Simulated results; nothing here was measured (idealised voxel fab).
The process module that follows is named voxel self aligned vias.
For reference, the cross-section in this document is cut, with width 145 nm and square cells of 5 nm.
Cross-sections here: square-cell grids, written as top-down lists of bands, a band being one or more rows of cells.
What a band's entry tells you: where the top is and where the bottom is, as heights in nm, and after that what lies inside, material by material from left to right, each with its width in nm. Empty space is written as the word "air", and a single material marked with the word "everywhere" occupies the band from edge to edge.
Heads up on the height convention: 0 is the point under which the incoming wafer is all one material, and the lowest band has no bottom, it just keeps going down, like "0 -> down".
With a width like "30->40", each row of cells in the band differs from the next by the same amount, the top row carrying the first number and the bottom row the second.
The designation "nothing changed", where it is given for a processing step, indicates that no cell of the cross-section was altered in the course of that step.
This entry, "Sealed internal cavities", enumerates those empty regions of no fewer than 8 cells that possess no open connection to the top. Each region is reported in the form width x height at distance, the distance being taken from the left edge, with all three quantities expressed in nm.
It should be noted that, on the line of a given step, the content following the step's settings is a remark produced by the simulator itself with respect to that step.
The line of a step may include "overlay nm". On a step with a mask, this value is how far to the right of its planned place the mask lay. A negative value means the mask lay to the left.
Set out below are the planned steps of the process:
1,RECEIVE [material Si]
2,CONFORMAL_DEP [material SiO2] [thk nm 10]
3,CONFORMAL_DEP [material SiCN] [thk nm 5]
4,DIRECTIONAL_DEP [material SiO2] [thk nm 30]
5,DIRECTIONAL_DEP [material aC] [thk nm 10]
6,PATTERN [tone open] [mask id LINES] [material resist] [width nm 30] [pitch nm 65] [thk nm 25] [overlay nm 0]
7,DIRECTIONAL_ETCH [etch materials aC] [depth nm 10]
8,STRIP [etch materials resist]
9,DIRECTIONAL_ETCH [etch materials SiO2] [depth nm 30]
10,STRIP [etch materials aC]
11,CONFORMAL_DEP [material TiN] [thk nm 5]
12,FILL_DEP [material W] [thk nm 5]
13,CMP [height nm 45]
14,SELECTIVE_ETCH [etch materials W Ru TiN] [depth nm 10]
15,FILL_DEP [material SiN] [thk nm 10]
16,CMP [height nm 45]
17,DIRECTIONAL_DEP [material SiO2] [thk nm 20]
18,MASKED_ETCH [tone open] [mask id VIAS] [width nm 50] [etch materials SiO2] [depth nm 20] [overlay nm 0]
19,MASKED_ETCH [tone open] [mask id VIAS] [width nm 50] [etch materials SiN] [depth nm 10] [overlay nm 0]
20,CONFORMAL_DEP [material TiN] [thk nm 5]
21,FILL_DEP [material Cu] [thk nm 10]
22,CMP [height nm 65]
23,CONFORMAL_DEP [material SiCN] [thk nm 5]
First of the two wafers, run per plan:
Received-state cross-section, reflecting completion of step 1:
- 0 -> down: Si everywhere
- Sealed internal cavities: none
Sectional view: wafer, after step 2:
- 10 -> 0: SiO2 everywhere
- Whatever lies below 0 is exactly as it was before.
Sectional view: wafer, after step 3:
- 15 -> 10: SiCN everywhere
- Whatever lies below 10 is exactly as it was before.
Sectional view: wafer, after step 4:
- 45 -> 15: SiO2 everywhere
- Whatever lies below 15 is exactly as it was before.
Sectional view: wafer, after step 5:
- 55 -> 45: aC everywhere
- Whatever lies below 45 is exactly as it was before.
Sectional view: wafer, after step 6:
- 80 -> 55: resist 25 | air 30 | resist 35 | air 30 | resist 25
- Whatever lies below 55 is exactly as it was before.
Sectional view: wafer, after step 7:
- 70 -> 55: resist 25 | air 30 | resist 35 | air 30 | resist 25
- 55 -> 45: aC 25 | air 30 | aC 35 | air 30 | aC 25
- Whatever lies below 45 is exactly as it was before.
Sectional view: wafer, after step 8:
- 55 -> 45: aC 25 | air 30 | aC 35 | air 30 | aC 25
- Whatever lies below 45 is exactly as it was before.
Sectional view: wafer, after step 9:
- 55 -> 45: aC 25 | air 30 | aC 35 | air 30 | aC 25
- 45 -> 15: SiO2 25 | air 30 | SiO2 35 | air 30 | SiO2 25
- Whatever lies below 15 is exactly as it was before.
Sectional view: wafer, after step 10:
- 45 -> 15: SiO2 25 | air 30 | SiO2 35 | air 30 | SiO2 25
- Whatever lies below 15 is exactly as it was before.
Sectional view: wafer, after step 11:
- 50 -> 45: TiN 30 | air 20 | TiN 45 | air 20 | TiN 30
- 45 -> 20: SiO2 25 | TiN 5 | air 20 | TiN 5 | SiO2 35 | TiN 5 | air 20 | TiN 5 | SiO2 25
- 20 -> 15: SiO2 25 | TiN 30 | SiO2 35 | TiN 30 | SiO2 25
- Whatever lies below 15 is exactly as it was before.
Sectional view: wafer, after step 12:
- 55 -> 50: W everywhere
- 50 -> 45: TiN 30 | W 20 | TiN 45 | W 20 | TiN 30
- 45 -> 20: SiO2 25 | TiN 5 | W 20 | TiN 5 | SiO2 35 | TiN 5 | W 20 | TiN 5 | SiO2 25
- Whatever lies below 20 is exactly as it was before.
Sectional view: wafer, after step 13:
- 45 -> 20: SiO2 25 | TiN 5 | W 20 | TiN 5 | SiO2 35 | TiN 5 | W 20 | TiN 5 | SiO2 25
- Whatever lies below 20 is exactly as it was before.
Sectional view: wafer, after step 14:
- 45 -> 35: SiO2 25 | air 30 | SiO2 35 | air 30 | SiO2 25
- Whatever lies below 35 is exactly as it was before.
Sectional view: wafer, after step 15:
- 55 -> 45: SiN everywhere
- 45 -> 35: SiO2 25 | SiN 30 | SiO2 35 | SiN 30 | SiO2 25
- Whatever lies below 35 is exactly as it was before.
Sectional view: wafer, after step 16:
- 45 -> 35: SiO2 25 | SiN 30 | SiO2 35 | SiN 30 | SiO2 25
- Whatever lies below 35 is exactly as it was before.
Sectional view: wafer, after step 17:
- 65 -> 45: SiO2 everywhere
- Whatever lies below 45 is exactly as it was before.
Sectional view: wafer, after step 18:
- 65 -> 45: SiO2 15 | air 50 | SiO2 80
- Whatever lies below 45 is exactly as it was before.
Sectional view: wafer, after step 19:
- 65 -> 45: SiO2 15 | air 50 | SiO2 80
- 45 -> 35: SiO2 25 | air 30 | SiO2 35 | SiN 30 | SiO2 25
- Whatever lies below 35 is exactly as it was before.
Sectional view: wafer, after step 20:
- 70 -> 65: TiN 20 | air 40 | TiN 85
- 65 -> 50: SiO2 15 | TiN 5 | air 40 | TiN 5 | SiO2 80
- 50 -> 45: SiO2 15 | TiN 15 | air 20 | TiN 15 | SiO2 80
- 45 -> 40: SiO2 25 | TiN 5 | air 20 | TiN 5 | SiO2 35 | SiN 30 | SiO2 25
- 40 -> 35: SiO2 25 | TiN 30 | SiO2 35 | SiN 30 | SiO2 25
- Whatever lies below 35 is exactly as it was before.
Sectional view: wafer, after step 21:
- 80 -> 70: Cu everywhere
- 70 -> 65: TiN 20 | Cu 40 | TiN 85
- 65 -> 50: SiO2 15 | TiN 5 | Cu 40 | TiN 5 | SiO2 80
- 50 -> 45: SiO2 15 | TiN 15 | Cu 20 | TiN 15 | SiO2 80
- 45 -> 40: SiO2 25 | TiN 5 | Cu 20 | TiN 5 | SiO2 35 | SiN 30 | SiO2 25
- Whatever lies below 40 is exactly as it was before.
Sectional view: wafer, after step 22:
- 65 -> 50: SiO2 15 | TiN 5 | Cu 40 | TiN 5 | SiO2 80
- Whatever lies below 50 is exactly as it was before.
Sectional view: wafer, after step 23:
- 70 -> 65: SiCN everywhere
- Whatever lies below 65 is exactly as it was before.
Wafer two: like wafer one in start and plan, but with one mistake in execution; identical up to and including step 1:
Second wafer, cross-section, planned end of step 2:
- 10 -> 0: SiCN everywhere
- Whatever lies below 0 is exactly as it was before.
Second wafer, cross-section, planned end of step 3:
- 15 -> 0: SiCN everywhere
- Whatever lies below 0 is exactly as it was before.
Second wafer, cross-section, planned end of step 4:
- 45 -> 15: SiO2 everywhere
- Whatever lies below 15 is exactly as it was before.
Second wafer, cross-section, planned end of step 5:
- 55 -> 45: aC everywhere
- Whatever lies below 45 is exactly as it was before.
Second wafer, cross-section, planned end of step 6:
- 80 -> 55: resist 25 | air 30 | resist 35 | air 30 | resist 25
- Whatever lies below 55 is exactly as it was before.
Second wafer, cross-section, planned end of step 7:
- 70 -> 55: resist 25 | air 30 | resist 35 | air 30 | resist 25
- 55 -> 45: aC 25 | air 30 | aC 35 | air 30 | aC 25
- Whatever lies below 45 is exactly as it was before.
Second wafer, cross-section, planned end of step 8:
- 55 -> 45: aC 25 | air 30 | aC 35 | air 30 | aC 25
- Whatever lies below 45 is exactly as it was before.
Second wafer, cross-section, planned end of step 9:
- 55 -> 45: aC 25 | air 30 | aC 35 | air 30 | aC 25
- 45 -> 15: SiO2 25 | air 30 | SiO2 35 | air 30 | SiO2 25
- Whatever lies below 15 is exactly as it was before.
Second wafer, cross-section, planned end of step 10:
- 45 -> 15: SiO2 25 | air 30 | SiO2 35 | air 30 | SiO2 25
- Whatever lies below 15 is exactly as it was before.
Second wafer, cross-section, planned end of step 11:
- 50 -> 45: TiN 30 | air 20 | TiN 45 | air 20 | TiN 30
- 45 -> 20: SiO2 25 | TiN 5 | air 20 | TiN 5 | SiO2 35 | TiN 5 | air 20 | TiN 5 | SiO2 25
- 20 -> 15: SiO2 25 | TiN 30 | SiO2 35 | TiN 30 | SiO2 25
- Whatever lies below 15 is exactly as it was before.
Second wafer, cross-section, planned end of step 12:
- 55 -> 50: W everywhere
- 50 -> 45: TiN 30 | W 20 | TiN 45 | W 20 | TiN 30
- 45 -> 20: SiO2 25 | TiN 5 | W 20 | TiN 5 | SiO2 35 | TiN 5 | W 20 | TiN 5 | SiO2 25
- Whatever lies below 20 is exactly as it was before.
Second wafer, cross-section, planned end of step 13:
- 45 -> 20: SiO2 25 | TiN 5 | W 20 | TiN 5 | SiO2 35 | TiN 5 | W 20 | TiN 5 | SiO2 25
- Whatever lies below 20 is exactly as it was before.
Second wafer, cross-section, planned end of step 14:
- 45 -> 35: SiO2 25 | air 30 | SiO2 35 | air 30 | SiO2 25
- Whatever lies below 35 is exactly as it was before.
Second wafer, cross-section, planned end of step 15:
- 55 -> 45: SiN everywhere
- 45 -> 35: SiO2 25 | SiN 30 | SiO2 35 | SiN 30 | SiO2 25
- Whatever lies below 35 is exactly as it was before.
Second wafer, cross-section, planned end of step 16:
- 45 -> 35: SiO2 25 | SiN 30 | SiO2 35 | SiN 30 | SiO2 25
- Whatever lies below 35 is exactly as it was before.
Second wafer, cross-section, planned end of step 17:
- 65 -> 45: SiO2 everywhere
- Whatever lies below 45 is exactly as it was before.
Second wafer, cross-section, planned end of step 18:
- 65 -> 45: SiO2 15 | air 50 | SiO2 80
- Whatever lies below 45 is exactly as it was before.
Second wafer, cross-section, planned end of step 19:
- 65 -> 45: SiO2 15 | air 50 | SiO2 80
- 45 -> 35: SiO2 25 | air 30 | SiO2 35 | SiN 30 | SiO2 25
- Whatever lies below 35 is exactly as it was before.
Second wafer, cross-section, planned end of step 20:
- 70 -> 65: TiN 20 | air 40 | TiN 85
- 65 -> 50: SiO2 15 | TiN 5 | air 40 | TiN 5 | SiO2 80
- 50 -> 45: SiO2 15 | TiN 15 | air 20 | TiN 15 | SiO2 80
- 45 -> 40: SiO2 25 | TiN 5 | air 20 | TiN 5 | SiO2 35 | SiN 30 | SiO2 25
- 40 -> 35: SiO2 25 | TiN 30 | SiO2 35 | SiN 30 | SiO2 25
- Whatever lies below 35 is exactly as it was before.
Second wafer, cross-section, planned end of step 21:
- 80 -> 70: Cu everywhere
- 70 -> 65: TiN 20 | Cu 40 | TiN 85
- 65 -> 50: SiO2 15 | TiN 5 | Cu 40 | TiN 5 | SiO2 80
- 50 -> 45: SiO2 15 | TiN 15 | Cu 20 | TiN 15 | SiO2 80
- 45 -> 40: SiO2 25 | TiN 5 | Cu 20 | TiN 5 | SiO2 35 | SiN 30 | SiO2 25
- Whatever lies below 40 is exactly as it was before.
Second wafer, cross-section, planned end of step 22:
- 65 -> 50: SiO2 15 | TiN 5 | Cu 40 | TiN 5 | SiO2 80
- Whatever lies below 50 is exactly as it was before.
Second wafer, cross-section, planned end of step 23:
- 70 -> 65: SiCN everywhere
- Whatever lies below 65 is exactly as it was before.
The mistake made against the process plan was this: contrary to plan, step 2 was performed as CONFORMAL_DEP [material SiCN] [thk nm 10]
Wrapping up, a cell-based count of both wafers puts the second over or under the first for these materials: SiCN +58 | SiO2 -58
